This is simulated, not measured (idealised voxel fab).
The name of this process module is voxel transistor to metal.
Section shown: cut. Width: 175 nm. Cell size: 5 nm, square.
Cross-section format: a grid of square cells, given as bands from top to bottom; each band is one or more rows of cells.
Top, bottom (nm), then materials left to right with widths (nm); lone material tagged "all across" fills the whole band edge to edge; "empty" = empty space.
Counting heights begins at 0, where everything beneath is, in the wafer as received, one material. The lowest band has no bottom; it goes on downwards, as "0 and below" shows.
It should be noted that a width expressed as "30 to 40" varies in equal increments from row to row of cells within the band, taking the value of the first number at the top row and that of the second number at the bottom row.
Step marked "changes: none"? Then no cell in the cross-section changed in it.
Entry "Voids lacking openings". Content: empty spaces with no open connection to the top, size 8 cells or greater. Each: width x height at distance. Distance: from left edge. Unit: nm.
Anything after a step's settings on that line? It's the simulator's own note about the step.
overlay nm: for a step with a mask, the amount by which the mask lay right of where it was planned; a negative amount means left of it.

**Intended process steps**
1) RECEIVE: material Si
2) OXIDIZE: depth nm 5
3) CONFORMAL_DEP: material SiN, thk nm 15
4) PATTERN: tone cover, mask id ACTIVE, material resist, width nm 105, thk nm 15, overlay nm 0
5) DIRECTIONAL_ETCH: etch materials SiN, depth nm 15
6) DIRECTIONAL_ETCH: etch materials SiO2, depth nm 5
7) DIRECTIONAL_ETCH: etch materials Si, depth nm 30
8) STRIP: etch materials resist
9) OXIDIZE: depth nm 5
10) FILL_DEP: material SiO2, thk nm 15
11) CMP: height nm 15
12) SELECTIVE_ETCH: etch materials SiO2, depth nm 5
13) STRIP: etch materials SiN
14) SELECTIVE_ETCH: etch materials SiO2, depth nm 5
15) OXIDIZE: depth nm 5
16) DIRECTIONAL_DEP: material polySi, thk nm 30
17) DIRECTIONAL_DEP: material SiCN, thk nm 10
18) DIRECTIONAL_DEP: material aC, thk nm 10
19) PATTERN: tone cover, mask id GATE, material resist, width nm 25, thk nm 30, overlay nm 0
20) DIRECTIONAL_ETCH: etch materials aC, depth nm 10
21) STRIP: etch materials resist
22) DIRECTIONAL_ETCH: etch materials SiCN, depth nm 20
23) DIRECTIONAL_ETCH: etch materials polySi, depth nm 40
24) STRIP: etch materials aC
25) CONFORMAL_DEP: material SiN, thk nm 10
26) DIRECTIONAL_ETCH: etch materials SiN, depth nm 10
27) DIRECTIONAL_ETCH: etch materials SiO2, depth nm 5
28) DIRECTIONAL_ETCH: etch materials Si, depth nm 10
29) EPI: material SiGe, thk nm 10
30) FILL_DEP: material SiO2, thk nm 10
31) CMP: height nm 25
32) STRIP: etch materials polySi
33) SELECTIVE_ETCH: etch materials SiO2, depth nm 5
34) CONFORMAL_DEP: material HfO2, thk nm 5
35) CONFORMAL_DEP: material TiN, thk nm 5
36) FILL_DEP: material W, thk nm 5
37) CMP: height nm 20
38) DIRECTIONAL_DEP: material SiO2, thk nm 15
39) MASKED_ETCH: tone open, mask id CONTACT, width nm 20, pitch nm 75, etch materials SiO2, depth nm 45, overlay nm 0
40) CONFORMAL_DEP: material TiN, thk nm 5
41) FILL_DEP: material Ru, thk nm 5
42) CMP: height nm 35
43) DIRECTIONAL_DEP: material TiN, thk nm 5
44) DIRECTIONAL_DEP: material W, thk nm 25
45) DIRECTIONAL_DEP: material aC, thk nm 15
46) PATTERN: tone cover, mask id METAL_1, material resist, width nm 20, pitch nm 75, thk nm 35, overlay nm 0
47) DIRECTIONAL_ETCH: etch materials aC, depth nm 15
48) STRIP: etch materials resist
49) DIRECTIONAL_ETCH: etch materials W, depth nm 25
50) DIRECTIONAL_ETCH: etch materials TiN, depth nm 5
51) STRIP: etch materials aC
52) FILL_DEP: material SiO2, thk nm 5
53) CMP: height nm 65
54) CONFORMAL_DEP: material SiCN, thk nm 5
55) DIRECTIONAL_DEP: material lowk, thk nm 30
56) DIRECTIONAL_DEP: material aC, thk nm 15
57) PATTERN: tone open, mask id METAL_2, material resist, width nm 20, pitch nm 75, thk nm 30, overlay nm 0
58) DIRECTIONAL_ETCH: etch materials aC, depth nm 15
59) STRIP: etch materials resist
60) DIRECTIONAL_ETCH: etch materials lowk, depth nm 15
61) STRIP: etch materials aC
62) DIRECTIONAL_DEP: material aC, thk nm 15
63) PATTERN: tone open, mask id METAL_2_HOLES, material resist, width nm 15, pitch nm 75, thk nm 30, overlay nm 0
64) DIRECTIONAL_ETCH: etch materials aC, depth nm 15
65) STRIP: etch materials resist
66) DIRECTIONAL_ETCH: etch materials lowk, depth nm 15
67) DIRECTIONAL_ETCH: etch materials SiCN, depth nm 5
68) STRIP: etch materials aC
69) CONFORMAL_DEP: material TiN, thk nm 5
70) FILL_DEP: material Cu, thk nm 5
71) CMP: height nm 100
72) CONFORMAL_DEP: material SiN, thk nm 5

**As-received state of the wafer in cross-section, equivalent to post-step 1**
> 0 and below  Si all across
> Voids lacking openings: none

**Result of the module, cross-sectioned: start per above, plan per above, one error in how it was run**
> 105 down to 100  SiN all across
> 100 down to 90  lowk=40  TiN=5  Cu=10  TiN=5  lowk=55  TiN=5  Cu=10  TiN=5  lowk=40
> 90 down to 85  lowk=40  TiN=5  Cu=5  TiN=10  lowk=55  TiN=5  Cu=5  TiN=10  lowk=40
> 85 down to 70  lowk=40  TiN=5  Cu=5  TiN=5  lowk=60  TiN=5  Cu=5  TiN=5  lowk=45
> 70 down to 65  SiCN=40  TiN=15  SiCN=60  TiN=15  SiCN=45
> 65 down to 40  SiO2=40  W=20  SiO2=55  W=20  SiO2=40
> 40 down to 35  SiO2=40  TiN=20  SiO2=55  TiN=20  SiO2=40
> 35 down to 20  SiO2=40  TiN=5  Ru=10  TiN=5  SiO2=55  TiN=5  Ru=10  TiN=5  SiO2=40
> 20 down to 15  SiO2=40  TiN=20  SiO2=10  HfO2=35  SiO2=10  TiN=20  SiO2=40
> 15 down to 0  SiO2=35  SiN=105  SiO2=35
> 0 down to -5  SiO2 all across
> -5 down to -40  SiO2=40  Si=95  SiO2=40
> -40 and below  Si all across
> Voids lacking openings: none
Here's what went sideways: skipped: plan step 11 (never run)
